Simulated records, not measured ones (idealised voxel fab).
The document below concerns the process module designated voxel self aligned contacts.
Displayed cross-section: cut, width of 290 nm, square cells sized 5 nm.
Cross-section spec: square-cell grid; bands listed top down; each band is one or more rows.
What a band's entry tells you: where the top is and where the bottom is, as heights in nm, and after that what lies inside, material by material from left to right, each with its width in nm. Empty space is written as the word "air", and a single material marked with the word "all across" occupies the band from edge to edge.
Measure heights from 0. That's the level where, below it, the as-received wafer is all one material. The lowest band is bottomless and extends downward; write it as in "top 0, no bottom".
A width given as "30..40" starts at the first number in the band's top row and ends at the second number in its bottom row, shifting by an equal amount at every step from row to row.
Any step labelled "no change" changed none of the cells in the cross-section.
Closed-off voids of 8+ cells (no open route to the top) go in "Enclosed internal cavities", written width x height at distance from the left edge, in nm.
If you see something after the settings on a step's line, that's the simulator's own remark about that step.
Regarding "overlay nm": on a step with a mask, it is the distance the mask lay to the right of its planned place; a negative value places it to the left.
Planned step list for the process
1,RECEIVE, material Si
2,CONFORMAL_DEP, material SiO2, thk nm 5
3,DIRECTIONAL_DEP, material polySi, thk nm 25
4,DIRECTIONAL_DEP, material SiN, thk nm 25
5,PATTERN, tone cover, mask id GATE, material resist, width nm 25, pitch nm 60, thk nm 15, overlay nm 0
6,DIRECTIONAL_ETCH, etch materials SiN, depth nm 25
7,DIRECTIONAL_ETCH, etch materials polySi, depth nm 25
8,STRIP, etch materials resist
9,CONFORMAL_DEP, material SiN, thk nm 10
10,DIRECTIONAL_ETCH, etch materials SiN, depth nm 10
11,FILL_DEP, material SiO2, thk nm 15
12,CMP, height nm 65
13,DIRECTIONAL_DEP, material aC, thk nm 10
14,PATTERN, tone open, mask id CONTACT, material resist, width nm 45, pitch nm 60, thk nm 30, overlay nm 0
15,DIRECTIONAL_ETCH, etch materials aC, depth nm 10
16,STRIP, etch materials resist
17,DIRECTIONAL_ETCH, etch materials SiO2, depth nm 65
18,STRIP, etch materials aC
19,CONFORMAL_DEP, material TiN, thk nm 5
20,FILL_DEP, material W, thk nm 10
21,CMP, height nm 65
22,CONFORMAL_DEP, material SiCN, thk nm 5
The cross-section here shows the wafer as received, i.e. in its state after step 1
* top 0, no bottom  Si all across
* Enclosed internal cavities: none
Wafer at module end, in section. Began as above, planned as above, run with one mistake
* top 70, bottom 65  SiCN all across
* top 65, bottom 60  SiO2=90 / TiN=5 / W=35 / TiN=5 / SiO2=15 / TiN=5 / W=35 / TiN=5 / SiO2=95
* top 60, bottom 55  SiO2=90 / TiN=45 / SiO2=15 / TiN=45 / SiO2=95
* top 55, bottom 30  SiN=80 / SiO2=5 / SiN=55 / SiO2=5 / SiN=55 / SiO2=5 / SiN=85
* top 30, bottom 5  polySi=70 / SiN=10 / SiO2=5 / SiN=10 / polySi=35 / SiN=10 / SiO2=5 / SiN=10 / polySi=35 / SiN=10 / SiO2=5 / SiN=10 / polySi=75
* top 5, bottom 0  SiO2 all across
* top 0, no bottom  Si all across
* Enclosed internal cavities: none
Deviation noted in wafer processing: step 5: run off-plan, actual operation and settings PATTERN, tone open, mask id GATE, material resist, width nm 25, pitch nm 60, thk nm 15, overlay nm 0
